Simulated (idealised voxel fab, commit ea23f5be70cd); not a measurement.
process module | voxel released beams
cross-section cut | 260 nm wide | cells 5 nm
A cross-section is a grid of square cells, given in bands from the top down. A band is one or more rows of cells.
Each band's line starts with the height of the band's top and of its bottom, in nm. Then come its materials from left to right, each with its width in nm. One material with "throughout" fills the band from edge to edge. "air" is empty space.
Height 0 is the level under which the wafer as received is all one material. The lowest band goes on downwards, as in "0 down".
A width such as "30 to 40" changes by the same amount from each row of cells to the next, from the band's top row to its bottom row.
"no change" after a step means that no cell of the cross-section changed.
closed voids: empty space of 8 cells or more with no open way to the top, each as width x height at its distance from the left edge, in nm
after a step's settings: what the simulator itself notes on the step
overlay nm, on a step with a mask: how far to the right of its planned place the mask lay; to the left if negative
plan
1 op RECEIVE | material Si
2 op CONFORMAL_DEP | material Al2O3 | thk nm 10
3 op DIRECTIONAL_DEP | material SiO2 | thk nm 20
4 op MASKED_ETCH | tone open | mask id ANCHOR | width nm 45 | etch materials SiO2 | depth nm 20 | overlay nm 0
5 op CONFORMAL_DEP | material W | thk nm 15
6 op MASKED_ETCH | tone cover | mask id BEAM | width nm 85 | etch materials W | depth nm 15 | overlay nm 0
7 op STRIP | etch materials SiO2
varied across the wafers: width nm of step 6. The plan shows the first wafer's value. All wafers start alike
first wafer as received, after step 1
  0 down: Si throughout
  closed voids: none
first wafer at the end, after step 7
  45 to 30: air 85 | W 15 | air 15 | W 55 | air 90
  30 to 25: air 85 | W 15 | air 15 | W 15 | air 130
  25 to 10: air 85 | W 45 | air 130
  10 to 0: Al2O3 throughout
  0 down: Si throughout
  closed voids: none
last wafer at the end
  45 to 30: air 75 | W 25 | air 15 | W 70 | air 75
  30 to 25: air 85 | W 15 | air 15 | W 15 | air 130
  25 to 10: air 85 | W 45 | air 130
  10 to 0: Al2O3 throughout
  0 down: Si throughout
  closed voids: none
each wafer at the end: cells of each material gained (+) or lost (-) since it was received, then its closed voids
width nm 85 | +104 Al2O3 | +75 W | closed voids: none
width nm 90 | +104 Al2O3 | +78 W | closed voids: none
width nm 95 | +104 Al2O3 | +81 W | closed voids: none
width nm 100 | +104 Al2O3 | +84 W | closed voids: none
width nm 105 | +104 Al2O3 | +87 W | closed voids: none
width nm 110 | +104 Al2O3 | +90 W | closed voids: none
